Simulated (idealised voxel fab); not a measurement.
Herein follows the process module entitled voxel transistor to metal.
Cross-sectional view cut (width: 190 nm; square cell size: 5 nm).
How to read a cross-section here: the picture is a grid of square cells, written as bands going from the top down, and any band can span one or more rows of cells. This entry defines a band. It first specifies the height of the band's top and the height of its bottom in nm, and then specifies the band's materials from left to right, stating each material with its width in nm. The word "all across" identifies a single material that fills the band from edge to edge, while the word "blank" identifies empty space. Convention: height 0 is the level below which the wafer, as received, is all one material. The lowest band does not terminate at the bottom but continues downward, represented as "0 and below". A width such as "30..40" changes by the same amount from each row of cells to the next, from the band's top row to its bottom row. Any step labelled "no alterations made" changed none of the cells in the cross-section. Empty spaces without an open route to the top, at least 8 cells in extent, make up the entry "Closed void register"; each is given as width x height at distance, where the distance is measured from the left edge, and all are in nm. Whatever follows a step's settings on its line is a remark the simulator itself makes about that step. overlay nm, on a step with a mask: how far to the right of its planned place the mask lay; to the left if negative.
Intended process steps
1) RECEIVE: material Si
2) OXIDIZE: depth nm 5
3) CONFORMAL_DEP: material SiN, thk nm 15
4) PATTERN: tone cover, mask id ACTIVE, material resist, width nm 115, thk nm 20, overlay nm 0
5) DIRECTIONAL_ETCH: etch materials SiN, depth nm 15
6) DIRECTIONAL_ETCH: etch materials SiO2, depth nm 5
7) DIRECTIONAL_ETCH: etch materials Si, depth nm 30
8) STRIP: etch materials resist
9) OXIDIZE: depth nm 5
10) FILL_DEP: material SiO2, thk nm 15
11) CMP: height nm 15
12) SELECTIVE_ETCH: etch materials SiO2, depth nm 15
13) STRIP: etch materials SiN
14) SELECTIVE_ETCH: etch materials SiO2, depth nm 5
15) OXIDIZE: depth nm 5
16) DIRECTIONAL_DEP: material polySi, thk nm 20
17) DIRECTIONAL_DEP: material SiCN, thk nm 15
18) DIRECTIONAL_DEP: material aC, thk nm 15
19) PATTERN: tone cover, mask id GATE, material resist, width nm 35, thk nm 35, overlay nm 0
20) DIRECTIONAL_ETCH: etch materials aC, depth nm 15
21) STRIP: etch materials resist
22) DIRECTIONAL_ETCH: etch materials SiCN, depth nm 25
23) DIRECTIONAL_ETCH: etch materials polySi, depth nm 30
24) STRIP: etch materials aC
25) CONFORMAL_DEP: material SiN, thk nm 10
26) DIRECTIONAL_ETCH: etch materials SiN, depth nm 10
27) DIRECTIONAL_ETCH: etch materials SiO2, depth nm 5
28) DIRECTIONAL_ETCH: etch materials Si, depth nm 15
29) EPI: material SiGe, thk nm 15
30) FILL_DEP: material SiO2, thk nm 5
31) CMP: height nm 15
32) STRIP: etch materials polySi
33) SELECTIVE_ETCH: etch materials SiO2, depth nm 5
34) CONFORMAL_DEP: material HfO2, thk nm 5
35) CONFORMAL_DEP: material TiN, thk nm 5
36) FILL_DEP: material W, thk nm 10
37) CMP: height nm 10
38) DIRECTIONAL_DEP: material SiO2, thk nm 10
39) DIRECTIONAL_DEP: material aC, thk nm 15
40) PATTERN: tone open, mask id CONTACT, material resist, width nm 15, pitch nm 80, thk nm 30, overlay nm 0
41) DIRECTIONAL_ETCH: etch materials aC, depth nm 15
42) STRIP: etch materials resist
43) DIRECTIONAL_ETCH: etch materials SiO2, depth nm 30
44) STRIP: etch materials aC
45) CONFORMAL_DEP: material TiN, thk nm 5
46) FILL_DEP: material Ru, thk nm 5
47) CMP: height nm 20
48) CONFORMAL_DEP: material SiCN, thk nm 5
49) DIRECTIONAL_DEP: material SiO2, thk nm 25
50) MASKED_ETCH: tone open, mask id METAL_1, width nm 15, pitch nm 80, etch materials SiO2, depth nm 25, overlay nm 0
51) MASKED_ETCH: tone open, mask id METAL_1, width nm 15, pitch nm 80, etch materials SiCN, depth nm 5, overlay nm 0
52) CONFORMAL_DEP: material TiN, thk nm 5
53) FILL_DEP: material Cu, thk nm 10
54) CMP: height nm 50
55) CONFORMAL_DEP: material SiCN, thk nm 5
Wafer cross-section on receipt, i.e. after step 1
    0 and below: Si all across
    Closed void register: none
Post-module cross-section of the first of two wafers (run per plan)
    55 down to 50: SiCN all across
    50 down to 25: SiO2 (45); TiN (5); Cu (5); TiN (5); SiO2 (65); TiN (5); Cu (5); TiN (5); SiO2 (50)
    25 down to 20: SiCN (45); TiN (15); SiCN (65); TiN (15); SiCN (50)
    20 down to 10: SiO2 (45); TiN (5); Ru (5); TiN (5); SiO2 (65); TiN (5); Ru (5); TiN (5); SiO2 (50)
    10 down to 5: SiO2 (45); TiN (15); SiO2 (5); SiN (10); HfO2 (5); TiN (5); W (15); TiN (5); HfO2 (5); SiN (10); SiO2 (5); TiN (15); SiO2 (50)
    5 down to 0: SiO2 (45); TiN (5); SiGe (15); SiN (10); HfO2 (5); TiN (5); W (15); TiN (5); HfO2 (5); SiN (10); SiGe (15); TiN (5); SiO2 (50)
    0 down to -5: SiO2 (45); TiN (5); SiGe (15); SiN (10); HfO2 (5); TiN (25); HfO2 (5); SiN (10); SiGe (15); TiN (5); SiO2 (50)
    -5 down to -10: SiO2 (45); TiN (5); SiGe (15); SiO2 (5); HfO2 (45); SiO2 (5); SiGe (15); TiN (5); SiO2 (50)
    -10 down to -25: SiO2 (40); SiGe (25); Si (55); SiGe (25); SiO2 (45)
    -25 down to -40: SiO2 (40); Si (105); SiO2 (45)
    -40 and below: Si all across
    Closed void register: none
Cross-sectional image of the second wafer of the two following completion of the module. Starting state and process plan were the same as for the first wafer; one execution error occurred
    55 down to 50: SiCN all across
    50 down to 25: SiO2 (45); TiN (5); Cu (5); TiN (5); SiO2 (65); TiN (5); Cu (5); TiN (5); SiO2 (50)
    25 down to 20: SiCN (45); TiN (15); SiCN (65); TiN (15); SiCN (50)
    20 down to 10: SiO2 (45); TiN (5); Ru (5); TiN (5); SiO2 (65); TiN (5); Ru (5); TiN (5); SiO2 (50)
    10 down to 5: SiO2 (45); TiN (15); SiN (10); HfO2 (5); TiN (5); W (15); TiN (5); HfO2 (5); SiN (10); SiO2 (10); TiN (15); SiO2 (50)
    5 down to 0: SiO2 (45); SiGe (15); SiN (10); HfO2 (5); TiN (5); W (15); TiN (5); HfO2 (5); SiN (10); SiGe (15); TiN (10); SiO2 (50)
    0 down to -5: SiO2 (45); SiGe (15); SiN (10); HfO2 (5); TiN (25); HfO2 (5); SiN (10); SiGe (15); TiN (10); SiO2 (50)
    -5 down to -10: SiO2 (45); SiGe (15); SiO2 (5); HfO2 (45); SiO2 (5); SiGe (15); TiN (10); SiO2 (50)
    -10 down to -25: SiO2 (40); SiGe (20); Si (55); SiGe (30); SiO2 (45)
    -25 down to -40: SiO2 (40); Si (105); SiO2 (45)
    -40 and below: Si all across
    Closed void register: none
Short version of what went wrong: rather than as planned, step 19 actually ran as PATTERN: tone cover, mask id GATE, material resist, width nm 35, thk nm 35, overlay nm -5
In the final comparison it is observed that the number of cells assigned to each material is identical for the two wafers, whereas their placement is not.
